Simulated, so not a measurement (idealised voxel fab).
A process module follows: voxel tone inversion.
225 nm wide, 5 nm square cells: that's cross-section cut.
A cross-section is a grid of square cells, given in bands from the top down. A band is one or more rows of cells.
The band entry comprises the height of the band's top followed by the height of its bottom, expressed in nm, and subsequently the band's materials from left to right, each stated together with its width in nm. Where a single material is marked with the word "edge to edge", that material fills the band from edge to edge. The word "air" represents empty space.
Where do heights start? At 0: under that level the wafer as delivered is made of one material only. And the lowest band has no floor; it just carries on downward, as in "0..down".
Width "30..40": first value at the band's top row of cells, second value at its bottom row, equal change from row to row.
You'll sometimes find "no change occurred" written for a step, and that's the way of saying that nowhere in the cross-section did a cell change during that step.
Voids not open to the top, 8 cells minimum: see "Tabulated closed voids". Written width x height at distance; distance is from the left edge; nm.
after a step's settings: what the simulator itself notes on the step
Regarding "overlay nm": on a step with a mask, it is the distance the mask lay to the right of its planned place; a negative value places it to the left.

[Steps planned for the process]
1. RECEIVE, material Si
2. CONFORMAL_DEP, material SiCN, thk nm 5
3. DIRECTIONAL_DEP, material polySi, thk nm 15
4. PATTERN, tone cover, mask id POSTS, material resist, width nm 25, pitch nm 50, thk nm 20, overlay nm 0
5. DIRECTIONAL_ETCH, etch materials polySi, depth nm 15
6. STRIP, etch materials resist
7. FILL_DEP, material lowk, thk nm 10
8. CMP, height nm 20
9. STRIP, etch materials polySi

[Cross-section of the wafer at receipt, which is the condition after step 1]
    0..down: Si edge to edge
    Tabulated closed voids: none

[Module complete, cross-section. Starting point and plan per above. One mistake made in running the module]
    20..5: air (25) / lowk (25) / air (25) / lowk (25) / air (25) / lowk (25) / air (25) / lowk (25) / air (25)
    5..0: SiCN edge to edge
    0..down: Si edge to edge
    Tabulated closed voids: none
Heads up, the wafer didn't run the way we planned it: step 4 ran as: PATTERN, tone open, mask id POSTS, material resist, width nm 25, pitch nm 50, thk nm 20, overlay nm 0
